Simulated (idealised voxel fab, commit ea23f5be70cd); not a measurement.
Documented hereafter: the process module known as voxel plated lines.
We display cut, a cross-section 295 nm in width whose square cells are each 5 nm.
Reading order for cross-sections: top band down to bottom band. Underlying form: a grid of square cells. Band size: one or more rows of cells.
Read a band's entry like this: the first values are the height of its top and the height of its bottom in nm, and what follows is the sequence of materials from left to right, each with its width in nm. Note that "empty" is empty space, and that a single material marked "everywhere" reaches across the band from edge to edge.
Convention: height 0 is the level below which the wafer, as received, is all one material. The lowest band does not terminate at the bottom but continues downward, represented as "0..down".
Quick explanation for "30 to 40": the width changes in equal steps down the rows of cells, from the first number in the band's top row to the second number in its bottom row.
"no change occurred", as given for a step, is the statement that not any cell of the cross-section underwent a change during that step.
Closed-off voids of 8+ cells (no open route to the top) go in "Closed void roster", written width x height at distance from the left edge, in nm.
Whatever follows a step's settings on its line is a remark the simulator itself makes about that step.
If you see "overlay nm" on a step's line and that step has a mask, it's telling you how far right of where it was planned the mask ended up; a negative number means it went left instead.
-- The steps planned for the process are as follows
1,RECEIVE [material Si]
2,CONFORMAL_DEP [material SiN] [thk nm 5]
3,DIRECTIONAL_DEP [material TiN] [thk nm 5]
4,PATTERN [tone open] [mask id LINES] [material resist] [width nm 25] [pitch nm 40] [thk nm 40] [overlay nm 0]
5,EPI [material Ru] [thk nm 10]
6,EPI [material Ru] [thk nm 5]
7,EPI [material Ru] [thk nm 5]
8,STRIP [etch materials resist]
9,DIRECTIONAL_ETCH [etch materials TiN] [depth nm 5]
10,CONFORMAL_DEP [material SiN] [thk nm 10]
Among the wafers covered here, the point of difference is the thk nm at step 2; their starting state is shared, and the plan presents the value of the first wafer.
-- Cross-sectional view of the first of several wafers in the as-received condition, corresponding to the state following step 1
	0..down: Si everywhere
	Closed void roster: none
-- After the module's final step, step 10: the first of several wafers in cross-section
	40..30: empty: 85  SiN: 125  empty: 85
	30..15: empty: 85  SiN: 10  Ru: 25  SiN: 15  Ru: 25  SiN: 15  Ru: 25  SiN: 10  empty: 85
	15..10: SiN: 95  Ru: 25  SiN: 15  Ru: 25  SiN: 15  Ru: 25  SiN: 95
	10..5: SiN: 95  TiN: 25  SiN: 15  TiN: 25  SiN: 15  TiN: 25  SiN: 95
	5..0: SiN everywhere
	0..down: Si everywhere
	Closed void roster: none
-- Last wafer x-sec, end of module
	55..45: empty: 85  SiN: 125  empty: 85
	45..30: empty: 85  SiN: 10  Ru: 25  SiN: 15  Ru: 25  SiN: 15  Ru: 25  SiN: 10  empty: 85
	30..25: SiN: 95  Ru: 25  SiN: 15  Ru: 25  SiN: 15  Ru: 25  SiN: 95
	25..20: SiN: 95  TiN: 25  SiN: 15  TiN: 25  SiN: 15  TiN: 25  SiN: 95
	20..0: SiN everywhere
	0..down: Si everywhere
	Closed void roster: none
-- The following table contains a row per wafer, in which are reported, at the conclusion of the module, the cells of each material gained (+) or lost (-) since the wafer's receipt, with its closed voids given thereafter
thk nm 5 | +60 Ru | +227 SiN | +15 TiN | Closed void roster: none
thk nm 10 | +60 Ru | +286 SiN | +15 TiN | Closed void roster: none
thk nm 15 | +60 Ru | +345 SiN | +15 TiN | Closed void roster: none
thk nm 20 | +60 Ru | +404 SiN | +15 TiN | Closed void roster: none
